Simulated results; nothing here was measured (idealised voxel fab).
This section sets out a process module, namely voxel spacer lines.
The cross-section shown here is cut; it is 285 nm wide and divided into square cells measuring 5 nm on a side.
How to read a cross-section here: the picture is a grid of square cells, written as bands going from the top down, and any band can span one or more rows of cells.
Basically the band line says how high the top is and how high the bottom is, in nm, and then what's in it from left to right, every material with its width in nm. Empty space shows up as "air", and if a single material carries "everywhere" it runs the full band edge to edge.
Heights are reckoned from 0. Under this level, the received wafer is all of one material. The bottommost band is open-ended downward, for example "z 0 and below".
Top row gets the first number, bottom row gets the second, and each row in between changes by the same step: that is how a band width like "30->40" works.
What does "remained unchanged" mean for a step? It means no cell of the cross-section changed in that step.
Closed empty spaces (no open way to the top) of 8 cells or more are what "Enclosed empty spaces" lists, each as width x height at distance from the left edge, nm for all three.
Step line, after settings: the simulator's comment on this step.
overlay nm, on a step with a mask: how far to the right of its planned place the mask lay; to the left if negative
-- Below is the list of planned process steps
- 1: RECEIVE with material Si
- 2: CONFORMAL_DEP with material Al2O3, thk nm 10
- 3: DIRECTIONAL_DEP with material W, thk nm 10
- 4: DIRECTIONAL_DEP with material polySi, thk nm 30
- 5: PATTERN with tone cover, mask id MANDREL, material resist, width nm 20, pitch nm 60, thk nm 40, overlay nm 0
- 6: DIRECTIONAL_ETCH with etch materials polySi, depth nm 30
- 7: STRIP with etch materials resist
- 8: CONFORMAL_DEP with material SiO2, thk nm 10
- 9: DIRECTIONAL_ETCH with etch materials SiO2, depth nm 10
- 10: STRIP with etch materials polySi
- 11: DIRECTIONAL_ETCH with etch materials W, depth nm 10
- 12: STRIP with etch materials SiO2
-- The cross-section here shows the wafer as received, i.e. in its state after step 1
* z 0 and below: Si everywhere
* Enclosed empty spaces: none
-- The plan above was carried out on the starting structure above with one mistake, and this cross-section shows the wafer at the end of the module
* z 20 to 10: 95 nm air, 10 nm W, 15 nm air, 10 nm W, 25 nm air, 10 nm W, 15 nm air, 10 nm W, 95 nm air
* z 10 to 0: Al2O3 everywhere
* z 0 and below: Si everywhere
* Enclosed empty spaces: none
The plan and the run diverged here: so step 5 ended up running with a different setting than we planned, it ran as PATTERN with tone cover, mask id MANDREL, material resist, width nm 15, pitch nm 60, thk nm 40, overlay nm 0
